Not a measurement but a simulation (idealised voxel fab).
Proc. module: voxel gate over fins
Each square cell in cross-section cut measures 5 nm, and the section as a whole is 155 nm wide.
Cross-section format: a grid of square cells, given as bands from top to bottom; each band is one or more rows of cells. Look at the band entry: it leads with the top's height and the bottom's height in nm. Then it lists the materials left to right, with a width in nm for each. The word "full width" on a single material says that material fills the band edge to edge. The word "blank" is empty space. The reference from which all heights are counted is 0, the level beneath which the as-received wafer is entirely one material; the lowest band, having no lower bound, proceeds downward and is written after the example "0..down". Width "30..40": first value at the band's top row of cells, second value at its bottom row, equal change from row to row. Step marked "no alteration"? Then no cell in the cross-section changed in it. The label "Fully sealed cavities" introduces a list of the empty spaces, 8 cells or larger, that have no open way up to the top; each entry in it reads width x height at distance, where the distance is taken from the left edge and all three are stated in nm. Read whatever lies past the settings on a step's line as the simulator's own remark about the step. overlay nm: mask right of planned place by this much (step with mask). Neg. = left.
**Listed below are the process steps as planned**
1. RECEIVE: material Si
2. CONFORMAL_DEP: material SiN, thk nm 10
3. PATTERN: tone cover, mask id FINS, material resist, width nm 15, pitch nm 55, thk nm 15, overlay nm 0
4. DIRECTIONAL_ETCH: etch materials SiN, depth nm 10
5. DIRECTIONAL_ETCH: etch materials Si, depth nm 30
6. STRIP: etch materials resist
7. FILL_DEP: material SiO2, thk nm 15
8. CMP: height nm 10
9. DIRECTIONAL_DEP: material aC, thk nm 15
10. PATTERN: tone open, mask id RAIL, material resist, width nm 15, thk nm 30, overlay nm 0
11. DIRECTIONAL_ETCH: etch materials aC, depth nm 15
12. STRIP: etch materials resist
13. DIRECTIONAL_ETCH: etch materials SiO2, depth nm 35
14. STRIP: etch materials aC
15. CONFORMAL_DEP: material TiN, thk nm 5
16. FILL_DEP: material Ru, thk nm 5
17. CMP: height nm 10
18. SELECTIVE_ETCH: etch materials W Ru TiN, depth nm 30
19. FILL_DEP: material SiO2, thk nm 5
20. CMP: height nm 10
21. SELECTIVE_ETCH: etch materials SiO2, depth nm 20
22. STRIP: etch materials SiN
23. CONFORMAL_DEP: material HfO2, thk nm 5
24. CONFORMAL_DEP: material TiN, thk nm 5
25. FILL_DEP: material W, thk nm 15
26. CMP: height nm 20
27. CONFORMAL_DEP: material SiN, thk nm 10
**As-received wafer cross-section (after step 1)**
    0..down = Si full width
    Fully sealed cavities: none
**Post-module cross-section of the first of two wafers (run per plan)**
    30..20 = SiN full width
    20..10 = W full width
    10..5 = 5 nm W | 35 nm TiN | 20 nm W | 35 nm TiN | 20 nm W | 35 nm TiN | 5 nm W
    5..0 = 5 nm W | 5 nm TiN | 25 nm HfO2 | 5 nm TiN | 20 nm W | 5 nm TiN | 25 nm HfO2 | 5 nm TiN | 20 nm W | 5 nm TiN | 25 nm HfO2 | 5 nm TiN | 5 nm W
    0..-5 = 10 nm TiN | 5 nm HfO2 | 15 nm Si | 5 nm HfO2 | 30 nm TiN | 5 nm HfO2 | 15 nm Si | 5 nm HfO2 | 30 nm TiN | 5 nm HfO2 | 15 nm Si | 5 nm HfO2 | 10 nm TiN
    -5..-10 = 15 nm HfO2 | 15 nm Si | 40 nm HfO2 | 15 nm Si | 40 nm HfO2 | 15 nm Si | 15 nm HfO2
    -10..-20 = 15 nm SiO2 | 15 nm Si | 40 nm SiO2 | 15 nm Si | 40 nm SiO2 | 15 nm Si | 15 nm SiO2
    -20..-25 = 15 nm SiO2 | 15 nm Si | 10 nm SiO2 | 15 nm TiN | 15 nm SiO2 | 15 nm Si | 40 nm SiO2 | 15 nm Si | 15 nm SiO2
    -25..-30 = 15 nm SiO2 | 15 nm Si | 40 nm SiO2 | 15 nm Si | 40 nm SiO2 | 15 nm Si | 15 nm SiO2
    -30..down = Si full width
    Fully sealed cavities: none
**Second wafer of the two, sectioned at the end of the module. It began like the first and followed the same plan, but one mistake was made while running it**
    30..20 = SiN full width
    20..5 = W full width
    5..0 = 10 nm W | 25 nm TiN | 30 nm W | 25 nm TiN | 30 nm W | 25 nm TiN | 10 nm W
    0..-5 = 10 nm W | 5 nm TiN | 15 nm Si | 5 nm TiN | 30 nm W | 5 nm TiN | 15 nm Si | 5 nm TiN | 30 nm W | 5 nm TiN | 15 nm Si | 5 nm TiN | 10 nm W
    -5..-10 = 15 nm TiN | 15 nm Si | 40 nm TiN | 15 nm Si | 40 nm TiN | 15 nm Si | 15 nm TiN
    -10..-20 = 15 nm SiO2 | 15 nm Si | 40 nm SiO2 | 15 nm Si | 40 nm SiO2 | 15 nm Si | 15 nm SiO2
    -20..-25 = 15 nm SiO2 | 15 nm Si | 10 nm SiO2 | 15 nm TiN | 15 nm SiO2 | 15 nm Si | 40 nm SiO2 | 15 nm Si | 15 nm SiO2
    -25..-30 = 15 nm SiO2 | 15 nm Si | 40 nm SiO2 | 15 nm Si | 40 nm SiO2 | 15 nm Si | 15 nm SiO2
    -30..down = Si full width
    Fully sealed cavities: none
Which mistake was made when the wafer was run? step 23 of the plan did not run at all; it was left out
Counted in cells at the end, the second wafer holds more or fewer of these materials than the first: -43 HfO2 | +43 W
